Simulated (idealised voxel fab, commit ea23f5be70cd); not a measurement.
Process module, titled voxel self aligned contacts
In the cross-section labelled cut, the width is 260 nm and each square cell is 5 nm.
Just so we're on the same page, the cross-sections are grids of square cells, and they're listed out in bands top to bottom, each band one or more rows deep. Heads up on the band format: heights come first, top then bottom, in nm. After that it's the materials left to right, each with its width in nm. A single material flagged "throughout" fills the whole band edge to edge, and "empty" means there's empty space there. We count height from 0. Below that, the starting wafer is all one material. The lowest band never ends at the bottom but goes on down; see "z 0 and below" for how that is written. A width such as "30..40" changes by the same amount from each row of cells to the next, from the band's top row to its bottom row. For the purposes of this document, the phrase "remains unaltered" attached to a step denotes that no cell within the cross-section was modified by that step. The list in "Voids, fully enclosed" covers empty spaces of 8 cells or more that cannot reach the top through any open way, and it gives each as width x height at distance; the distance is from the left edge, and width, height and distance are in nm. Post-settings text on a step line: simulator's own remark regarding the step. Among the settings permitted on a step's line is "overlay nm"; applied to a step with a mask, it specifies the extent to which the mask lay to the right of its planned position, whereas a negative figure signifies a position to the left.
**Listed below are the process steps as planned**
step 1: RECEIVE [material Si]
step 2: OXIDIZE [depth nm 5]
step 3: DIRECTIONAL_DEP [material polySi] [thk nm 30]
step 4: DIRECTIONAL_DEP [material SiN] [thk nm 15]
step 5: DIRECTIONAL_DEP [material aC] [thk nm 10]
step 6: PATTERN [tone cover] [mask id GATE] [material resist] [width nm 30] [pitch nm 55] [thk nm 30] [overlay nm 0]
step 7: DIRECTIONAL_ETCH [etch materials aC] [depth nm 10]
step 8: STRIP [etch materials resist]
step 9: DIRECTIONAL_ETCH [etch materials SiN] [depth nm 15]
step 10: DIRECTIONAL_ETCH [etch materials polySi] [depth nm 30]
step 11: STRIP [etch materials aC]
step 12: CONFORMAL_DEP [material SiN] [thk nm 5]
step 13: DIRECTIONAL_ETCH [etch materials SiN] [depth nm 5]
step 14: FILL_DEP [material SiO2] [thk nm 15]
step 15: CMP [height nm 50]
step 16: MASKED_ETCH [tone open] [mask id CONTACT] [width nm 35] [etch materials SiO2] [depth nm 55] [overlay nm 0]
step 17: CONFORMAL_DEP [material TiN] [thk nm 5]
step 18: FILL_DEP [material Ru] [thk nm 5]
step 19: CMP [height nm 50]
step 20: CONFORMAL_DEP [material SiN] [thk nm 5]
**First of the two wafers, run per plan**
**Cross-section, incoming material, after step 1**
	z 0 and below: Si throughout
	Voids, fully enclosed: none
**Cross-section: wafer state after step 2**
	z 0 to -5: SiO2 throughout
	Below -5, no change.
**Cross-section: wafer state after step 3**
	z 30 to 0: polySi throughout
	Below 0, no change.
**Cross-section: wafer state after step 4**
	z 45 to 30: SiN throughout
	Below 30, no change.
**Cross-section: wafer state after step 5**
	z 55 to 45: aC throughout
	Below 45, no change.
**Cross-section: wafer state after step 6**
	z 85 to 55: empty 85 nm; resist 30 nm; empty 25 nm; resist 30 nm; empty 90 nm
	Below 55, no change.
**Cross-section: wafer state after step 7**
	z 75 to 55: empty 85 nm; resist 30 nm; empty 25 nm; resist 30 nm; empty 90 nm
	z 55 to 45: empty 85 nm; aC 30 nm; empty 25 nm; aC 30 nm; empty 90 nm
	Below 45, no change.
**Cross-section: wafer state after step 8**
	z 55 to 45: empty 85 nm; aC 30 nm; empty 25 nm; aC 30 nm; empty 90 nm
	Below 45, no change.
**Cross-section: wafer state after step 9**
	z 55 to 45: empty 85 nm; aC 30 nm; empty 25 nm; aC 30 nm; empty 90 nm
	z 45 to 30: empty 85 nm; SiN 30 nm; empty 25 nm; SiN 30 nm; empty 90 nm
	Below 30, no change.
**Cross-section: wafer state after step 10**
	z 55 to 45: empty 85 nm; aC 30 nm; empty 25 nm; aC 30 nm; empty 90 nm
	z 45 to 30: empty 85 nm; SiN 30 nm; empty 25 nm; SiN 30 nm; empty 90 nm
	z 30 to 0: empty 85 nm; polySi 30 nm; empty 25 nm; polySi 30 nm; empty 90 nm
	Below 0, no change.
**Cross-section: wafer state after step 11**
	z 45 to 30: empty 85 nm; SiN 30 nm; empty 25 nm; SiN 30 nm; empty 90 nm
	Below 30, no change.
**Cross-section: wafer state after step 12**
	z 50 to 30: empty 80 nm; SiN 40 nm; empty 15 nm; SiN 40 nm; empty 85 nm
	z 30 to 5: empty 80 nm; SiN 5 nm; polySi 30 nm; SiN 5 nm; empty 15 nm; SiN 5 nm; polySi 30 nm; SiN 5 nm; empty 85 nm
	z 5 to 0: SiN 85 nm; polySi 30 nm; SiN 25 nm; polySi 30 nm; SiN 90 nm
	Below 0, no change.
**Cross-section: wafer state after step 13**
	z 45 to 30: empty 80 nm; SiN 40 nm; empty 15 nm; SiN 40 nm; empty 85 nm
	z 30 to 0: empty 80 nm; SiN 5 nm; polySi 30 nm; SiN 5 nm; empty 15 nm; SiN 5 nm; polySi 30 nm; SiN 5 nm; empty 85 nm
	Below 0, no change.
**Cross-section: wafer state after step 14**
	z 60 to 45: SiO2 throughout
	z 45 to 30: SiO2 80 nm; SiN 40 nm; SiO2 15 nm; SiN 40 nm; SiO2 85 nm
	z 30 to 0: SiO2 80 nm; SiN 5 nm; polySi 30 nm; SiN 5 nm; SiO2 15 nm; SiN 5 nm; polySi 30 nm; SiN 5 nm; SiO2 85 nm
	Below 0, no change.
**Cross-section: wafer state after step 15**
	z 50 to 45: SiO2 throughout
	Below 45, no change.
**Cross-section: wafer state after step 16**
	z 50 to 45: SiO2 110 nm; empty 35 nm; SiO2 115 nm
	z 45 to 30: SiO2 80 nm; SiN 40 nm; empty 15 nm; SiN 40 nm; SiO2 85 nm
	z 30 to 0: SiO2 80 nm; SiN 5 nm; polySi 30 nm; SiN 5 nm; empty 15 nm; SiN 5 nm; polySi 30 nm; SiN 5 nm; SiO2 85 nm
	z 0 to -5: SiO2 120 nm; empty 15 nm; SiO2 125 nm
	Below -5, no change.
**Cross-section: wafer state after step 17**
	z 55 to 50: TiN 115 nm; empty 25 nm; TiN 120 nm
	z 50 to 45: SiO2 110 nm; TiN 15 nm; empty 5 nm; TiN 15 nm; SiO2 115 nm
	z 45 to 30: SiO2 80 nm; SiN 40 nm; TiN 5 nm; empty 5 nm; TiN 5 nm; SiN 40 nm; SiO2 85 nm
	z 30 to 0: SiO2 80 nm; SiN 5 nm; polySi 30 nm; SiN 5 nm; TiN 5 nm; empty 5 nm; TiN 5 nm; SiN 5 nm; polySi 30 nm; SiN 5 nm; SiO2 85 nm
	z 0 to -5: SiO2 120 nm; TiN 15 nm; SiO2 125 nm
	Below -5, no change.
**Cross-section: wafer state after step 18**
	z 60 to 55: Ru throughout
	z 55 to 50: TiN 115 nm; Ru 25 nm; TiN 120 nm
	z 50 to 45: SiO2 110 nm; TiN 15 nm; Ru 5 nm; TiN 15 nm; SiO2 115 nm
	z 45 to 30: SiO2 80 nm; SiN 40 nm; TiN 5 nm; Ru 5 nm; TiN 5 nm; SiN 40 nm; SiO2 85 nm
	z 30 to 0: SiO2 80 nm; SiN 5 nm; polySi 30 nm; SiN 5 nm; TiN 5 nm; Ru 5 nm; TiN 5 nm; SiN 5 nm; polySi 30 nm; SiN 5 nm; SiO2 85 nm
	Below 0, no change.
**Cross-section: wafer state after step 19**
	z 50 to 45: SiO2 110 nm; TiN 15 nm; Ru 5 nm; TiN 15 nm; SiO2 115 nm
	Below 45, no change.
**Cross-section: wafer state after step 20**
	z 55 to 50: SiN throughout
	Below 50, no change.
**Notes, second wafer: start = first wafer's, plan = first wafer's, execution had one mistake; history identical to first through step 14**
**Here is the second wafer in cross-section at the point where step 15 of the plan should have been done**
	z 40 to 30: SiO2 80 nm; SiN 40 nm; SiO2 15 nm; SiN 40 nm; SiO2 85 nm
	Below 30, no change.
**Here is the second wafer in cross-section at the point where step 16 of the plan should have been done**
	z 40 to 30: SiO2 80 nm; SiN 40 nm; empty 15 nm; SiN 40 nm; SiO2 85 nm
	z 30 to 0: SiO2 80 nm; SiN 5 nm; polySi 30 nm; SiN 5 nm; empty 15 nm; SiN 5 nm; polySi 30 nm; SiN 5 nm; SiO2 85 nm
	z 0 to -5: SiO2 120 nm; empty 15 nm; SiO2 125 nm
	Below -5, no change.
**Here is the second wafer in cross-section at the point where step 17 of the plan should have been done**
	z 45 to 40: TiN 125 nm; empty 5 nm; TiN 130 nm
	z 40 to 30: SiO2 80 nm; SiN 40 nm; TiN 5 nm; empty 5 nm; TiN 5 nm; SiN 40 nm; SiO2 85 nm
	z 30 to 0: SiO2 80 nm; SiN 5 nm; polySi 30 nm; SiN 5 nm; TiN 5 nm; empty 5 nm; TiN 5 nm; SiN 5 nm; polySi 30 nm; SiN 5 nm; SiO2 85 nm
	z 0 to -5: SiO2 120 nm; TiN 15 nm; SiO2 125 nm
	Below -5, no change.
**Here is the second wafer in cross-section at the point where step 18 of the plan should have been done**
	z 50 to 45: Ru throughout
	z 45 to 40: TiN 125 nm; Ru 5 nm; TiN 130 nm
	z 40 to 30: SiO2 80 nm; SiN 40 nm; TiN 5 nm; Ru 5 nm; TiN 5 nm; SiN 40 nm; SiO2 85 nm
	z 30 to 0: SiO2 80 nm; SiN 5 nm; polySi 30 nm; SiN 5 nm; TiN 5 nm; Ru 5 nm; TiN 5 nm; SiN 5 nm; polySi 30 nm; SiN 5 nm; SiO2 85 nm
	Below 0, no change.
Here is the second wafer in cross-section at the point where step 19 of the plan should have been done: remains unaltered
**Here is the second wafer in cross-section at the point where step 20 of the plan should have been done**
	z 55 to 50: SiN throughout
	Below 50, no change.
Processing error: step 15 ran with different settings than intended, the actual operation and settings being CMP [height nm 40]
The final cell counts differ between the wafers, with the second having more or fewer of some materials than the first: Ru: 51 more | SiN: 16 fewer | SiO2: 78 fewer | TiN: 43 more
